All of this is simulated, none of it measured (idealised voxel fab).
Process module, titled voxel gate over fins
Section shown: cut. Width: 165 nm. Cell size: 5 nm, square.
The cross-sections in this document take the form of a grid made of square cells. They are written out as bands, in order from top to bottom. Each band consists of one or more rows of cells. A band entry consists of two parts. The first gives the height of the band's top and the height of its bottom, in nm. The rest lists the band's materials from left to right, each with its width in nm. A single material labelled with the word "all across" fills the band from edge to edge, and the word "empty" marks empty space. We count height from 0. Below that, the starting wafer is all one material. The lowest band never ends at the bottom but goes on down; see "0 down" for how that is written. Per-row width for "30..40": begins at first number (top row of band), ends at second number (bottom row), increment between rows held constant. "no change occurred" (step): cross-section cells unchanged, all of them. Reported under the label "Trapped voids" are the empty spaces having no open way to the top and comprising 8 cells or more; the notation for each is width x height at distance, in which the distance is measured from the left edge and all three values are in nm. If you see something after the settings on a step's line, that's the simulator's own remark about that step. overlay nm: step with mask; distance mask lay right of planned place; negative value = left of planned place.

## Process steps - plan
| 1 | RECEIVE (material Si) |
| 2 | CONFORMAL_DEP (material SiN; thk nm 5) |
| 3 | DIRECTIONAL_DEP (material aC; thk nm 15) |
| 4 | PATTERN (tone cover; mask id FINS; material resist; width nm 15; pitch nm 40; thk nm 35; overlay nm 0) |
| 5 | DIRECTIONAL_ETCH (etch materials aC; depth nm 15) |
| 6 | STRIP (etch materials resist) |
| 7 | DIRECTIONAL_ETCH (etch materials SiN; depth nm 5) |
| 8 | DIRECTIONAL_ETCH (etch materials Si; depth nm 35) |
| 9 | STRIP (etch materials aC) |
| 10 | FILL_DEP (material SiO2; thk nm 5) |
| 11 | CMP (height nm 5) |
| 12 | SELECTIVE_ETCH (etch materials SiO2; depth nm 15) |
| 13 | STRIP (etch materials SiN) |
| 14 | CONFORMAL_DEP (material HfO2; thk nm 5) |
| 15 | CONFORMAL_DEP (material TiN; thk nm 5) |
| 16 | FILL_DEP (material W; thk nm 15) |
| 17 | CMP (height nm 20) |
| 18 | CONFORMAL_DEP (material SiN; thk nm 10) |

## Run as planned: first of two wafers

## Cross-section of the incoming wafer, state after step 1
> 0 down  Si all across
> Trapped voids: none

## Step 2 complete: cross-section through the wafer
> 5 to 0  SiN all across
> Nothing below the height 0 has changed.

## Step 3 complete: cross-section through the wafer
> 20 to 5  aC all across
> Nothing below the height 5 has changed.

## Step 4 complete: cross-section through the wafer
> 55 to 20  empty: 15 | resist: 15 | empty: 25 | resist: 15 | empty: 25 | resist: 15 | empty: 25 | resist: 15 | empty: 15
> Nothing below the height 20 has changed.

## Step 5 complete: cross-section through the wafer
> 40 to 20  empty: 15 | resist: 15 | empty: 25 | resist: 15 | empty: 25 | resist: 15 | empty: 25 | resist: 15 | empty: 15
> 20 to 5  empty: 15 | aC: 15 | empty: 25 | aC: 15 | empty: 25 | aC: 15 | empty: 25 | aC: 15 | empty: 15
> Nothing below the height 5 has changed.

## Step 6 complete: cross-section through the wafer
> 20 to 5  empty: 15 | aC: 15 | empty: 25 | aC: 15 | empty: 25 | aC: 15 | empty: 25 | aC: 15 | empty: 15
> Nothing below the height 5 has changed.

## Step 7 complete: cross-section through the wafer
> 20 to 5  empty: 15 | aC: 15 | empty: 25 | aC: 15 | empty: 25 | aC: 15 | empty: 25 | aC: 15 | empty: 15
> 5 to 0  empty: 15 | SiN: 15 | empty: 25 | SiN: 15 | empty: 25 | SiN: 15 | empty: 25 | SiN: 15 | empty: 15
> Nothing below the height 0 has changed.

## Step 8 complete: cross-section through the wafer
> 20 to 5  empty: 15 | aC: 15 | empty: 25 | aC: 15 | empty: 25 | aC: 15 | empty: 25 | aC: 15 | empty: 15
> 5 to 0  empty: 15 | SiN: 15 | empty: 25 | SiN: 15 | empty: 25 | SiN: 15 | empty: 25 | SiN: 15 | empty: 15
> 0 to -35  empty: 15 | Si: 15 | empty: 25 | Si: 15 | empty: 25 | Si: 15 | empty: 25 | Si: 15 | empty: 15
> Nothing below the height -35 has changed.

## Step 9 complete: cross-section through the wafer
> 5 to 0  empty: 15 | SiN: 15 | empty: 25 | SiN: 15 | empty: 25 | SiN: 15 | empty: 25 | SiN: 15 | empty: 15
> Nothing below the height 0 has changed.

## Step 10 complete: cross-section through the wafer
> 10 to 5  SiO2 all across
> 5 to 0  SiO2: 15 | SiN: 15 | SiO2: 25 | SiN: 15 | SiO2: 25 | SiN: 15 | SiO2: 25 | SiN: 15 | SiO2: 15
> 0 to -35  SiO2: 15 | Si: 15 | SiO2: 25 | Si: 15 | SiO2: 25 | Si: 15 | SiO2: 25 | Si: 15 | SiO2: 15
> Nothing below the height -35 has changed.

## Step 11 complete: cross-section through the wafer
> 5 to 0  SiO2: 15 | SiN: 15 | SiO2: 25 | SiN: 15 | SiO2: 25 | SiN: 15 | SiO2: 25 | SiN: 15 | SiO2: 15
> Nothing below the height 0 has changed.

## Step 12 complete: cross-section through the wafer
> 5 to 0  empty: 15 | SiN: 15 | empty: 25 | SiN: 15 | empty: 25 | SiN: 15 | empty: 25 | SiN: 15 | empty: 15
> 0 to -10  empty: 15 | Si: 15 | empty: 25 | Si: 15 | empty: 25 | Si: 15 | empty: 25 | Si: 15 | empty: 15
> Nothing below the height -10 has changed.

## Step 13 complete: cross-section through the wafer
> 0 to -10  empty: 15 | Si: 15 | empty: 25 | Si: 15 | empty: 25 | Si: 15 | empty: 25 | Si: 15 | empty: 15
> Nothing below the height -10 has changed.

## Step 14 complete: cross-section through the wafer
> 5 to 0  empty: 10 | HfO2: 25 | empty: 15 | HfO2: 25 | empty: 15 | HfO2: 25 | empty: 15 | HfO2: 25 | empty: 10
> 0 to -5  empty: 10 | HfO2: 5 | Si: 15 | HfO2: 5 | empty: 15 | HfO2: 5 | Si: 15 | HfO2: 5 | empty: 15 | HfO2: 5 | Si: 15 | HfO2: 5 | empty: 15 | HfO2: 5 | Si: 15 | HfO2: 5 | empty: 10
> -5 to -10  HfO2: 15 | Si: 15 | HfO2: 25 | Si: 15 | HfO2: 25 | Si: 15 | HfO2: 25 | Si: 15 | HfO2: 15
> Nothing below the height -10 has changed.

## Step 15 complete: cross-section through the wafer
> 10 to 5  empty: 5 | TiN: 35 | empty: 5 | TiN: 35 | empty: 5 | TiN: 35 | empty: 5 | TiN: 35 | empty: 5
> 5 to 0  empty: 5 | TiN: 5 | HfO2: 25 | TiN: 5 | empty: 5 | TiN: 5 | HfO2: 25 | TiN: 5 | empty: 5 | TiN: 5 | HfO2: 25 | TiN: 5 | empty: 5 | TiN: 5 | HfO2: 25 | TiN: 5 | empty: 5
> 0 to -5  TiN: 10 | HfO2: 5 | Si: 15 | HfO2: 5 | TiN: 15 | HfO2: 5 | Si: 15 | HfO2: 5 | TiN: 15 | HfO2: 5 | Si: 15 | HfO2: 5 | TiN: 15 | HfO2: 5 | Si: 15 | HfO2: 5 | TiN: 10
> Nothing below the height -5 has changed.

## Step 16 complete: cross-section through the wafer
> 25 to 10  W all across
> 10 to 5  W: 5 | TiN: 35 | W: 5 | TiN: 35 | W: 5 | TiN: 35 | W: 5 | TiN: 35 | W: 5
> 5 to 0  W: 5 | TiN: 5 | HfO2: 25 | TiN: 5 | W: 5 | TiN: 5 | HfO2: 25 | TiN: 5 | W: 5 | TiN: 5 | HfO2: 25 | TiN: 5 | W: 5 | TiN: 5 | HfO2: 25 | TiN: 5 | W: 5
> Nothing below the height 0 has changed.

## Step 17 complete: cross-section through the wafer
> 20 to 10  W all across
> Nothing below the height 10 has changed.

## Step 18 complete: cross-section through the wafer
> 30 to 20  SiN all across
> Nothing below the height 20 has changed.

## Second wafer. Start and plan as for the first. One mistake made in running. Agrees with the first up to and including step 13

## Cross-section of the second wafer when, according to plan, step 14 should have finished
> 5 to 0  empty: 10 | TiN: 25 | empty: 15 | TiN: 25 | empty: 15 | TiN: 25 | empty: 15 | TiN: 25 | empty: 10
> 0 to -5  empty: 10 | TiN: 5 | Si: 15 | TiN: 5 | empty: 15 | TiN: 5 | Si: 15 | TiN: 5 | empty: 15 | TiN: 5 | Si: 15 | TiN: 5 | empty: 15 | TiN: 5 | Si: 15 | TiN: 5 | empty: 10
> -5 to -10  TiN: 15 | Si: 15 | TiN: 25 | Si: 15 | TiN: 25 | Si: 15 | TiN: 25 | Si: 15 | TiN: 15
> Nothing below the height -10 has changed.

## Cross-section of the second wafer when, according to plan, step 15 should have finished
> 10 to 5  empty: 5 | HfO2: 35 | empty: 5 | HfO2: 35 | empty: 5 | HfO2: 35 | empty: 5 | HfO2: 35 | empty: 5
> 5 to 0  empty: 5 | HfO2: 5 | TiN: 25 | HfO2: 5 | empty: 5 | HfO2: 5 | TiN: 25 | HfO2: 5 | empty: 5 | HfO2: 5 | TiN: 25 | HfO2: 5 | empty: 5 | HfO2: 5 | TiN: 25 | HfO2: 5 | empty: 5
> 0 to -5  HfO2: 10 | TiN: 5 | Si: 15 | TiN: 5 | HfO2: 15 | TiN: 5 | Si: 15 | TiN: 5 | HfO2: 15 | TiN: 5 | Si: 15 | TiN: 5 | HfO2: 15 | TiN: 5 | Si: 15 | TiN: 5 | HfO2: 10
> Nothing below the height -5 has changed.

## Cross-section of the second wafer when, according to plan, step 16 should have finished
> 25 to 10  W all across
> 10 to 5  W: 5 | HfO2: 35 | W: 5 | HfO2: 35 | W: 5 | HfO2: 35 | W: 5 | HfO2: 35 | W: 5
> 5 to 0  W: 5 | HfO2: 5 | TiN: 25 | HfO2: 5 | W: 5 | HfO2: 5 | TiN: 25 | HfO2: 5 | W: 5 | HfO2: 5 | TiN: 25 | HfO2: 5 | W: 5 | HfO2: 5 | TiN: 25 | HfO2: 5 | W: 5
> Nothing below the height 0 has changed.

## Cross-section of the second wafer when, according to plan, step 17 should have finished
> 20 to 10  W all across
> Nothing below the height 10 has changed.

## Cross-section of the second wafer when, according to plan, step 18 should have finished
> 30 to 20  SiN all across
> Nothing below the height 20 has changed.
Misprocessing identified: the intended sequence of steps 14 and 15 was reversed during processing, with each occupying the position of the other
Final state: per-material cell counts identical on both wafers; locations differ.
